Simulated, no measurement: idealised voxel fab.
process module | voxel self aligned vias
cross-section cut | 175 nm wide | cells 5 nm
A cross-section is a grid of square cells, given in bands from the top down. A band is one or more rows of cells.
Each band's line starts with the height of the band's top and of its bottom, in nm. Then come its materials from left to right, each with its width in nm. One material with "throughout" fills the band from edge to edge. "air" is empty space.
Height 0 is the level under which the wafer as received is all one material. The lowest band goes on downwards, as in "0 down".
A width such as "30 to 40" changes by the same amount from each row of cells to the next, from the band's top row to its bottom row.
"no change" after a step means that no cell of the cross-section changed.
closed voids: empty space of 8 cells or more with no open way to the top, each as width x height at its distance from the left edge, in nm
after a step's settings: what the simulator itself notes on the step
overlay nm, on a step with a mask: how far to the right of its planned place the mask lay; to the left if negative
plan
1 op RECEIVE | material Si
2 op CONFORMAL_DEP | material SiO2 | thk nm 10
3 op CONFORMAL_DEP | material SiCN | thk nm 5
4 op DIRECTIONAL_DEP | material SiO2 | thk nm 25
5 op MASKED_ETCH | tone open | mask id LINES | width nm 25 | pitch nm 65 | etch materials SiO2 | depth nm 25 | overlay nm 0
6 op CONFORMAL_DEP | material TiN | thk nm 5
7 op FILL_DEP | material Ru | thk nm 5
8 op CMP | height nm 40
9 op SELECTIVE_ETCH | etch materials W Ru TiN | depth nm 5
10 op FILL_DEP | material SiN | thk nm 5
11 op CMP | height nm 40
12 op DIRECTIONAL_DEP | material SiO2 | thk nm 20
13 op DIRECTIONAL_DEP | material aC | thk nm 15
14 op PATTERN | tone open | mask id VIAS | material resist | width nm 35 | thk nm 35 | overlay nm 0
15 op DIRECTIONAL_ETCH | etch materials aC | depth nm 15
16 op STRIP | etch materials resist
17 op DIRECTIONAL_ETCH | etch materials SiO2 | depth nm 20
18 op DIRECTIONAL_ETCH | etch materials SiN | depth nm 5
19 op STRIP | etch materials aC
20 op CONFORMAL_DEP | material TiN | thk nm 5
21 op FILL_DEP | material Cu | thk nm 5
22 op CMP | height nm 60
23 op CONFORMAL_DEP | material SiCN | thk nm 5
as received, after step 1
  0 down: Si throughout
  closed voids: none
a wafer at the end: this start, this plan, one mistake
  65 to 60: SiCN throughout
  60 to 45: SiO2 35 | TiN 5 | Cu 25 | TiN 5 | SiO2 105
  45 to 40: SiO2 35 | TiN 15 | Cu 5 | TiN 15 | SiO2 105
  40 to 35: SiO2 45 | TiN 15 | SiO2 50 | SiN 15 | SiO2 50
  35 to 20: SiO2 45 | Ru 15 | SiO2 50 | Ru 15 | SiO2 50
  20 to 15: SiO2 throughout
  15 to 10: SiCN throughout
  10 to 0: SiO2 throughout
  0 down: Si throughout
  closed voids: none
what went wrong: step 6 ran as: op CONFORMAL_DEP | material SiO2 | thk nm 5
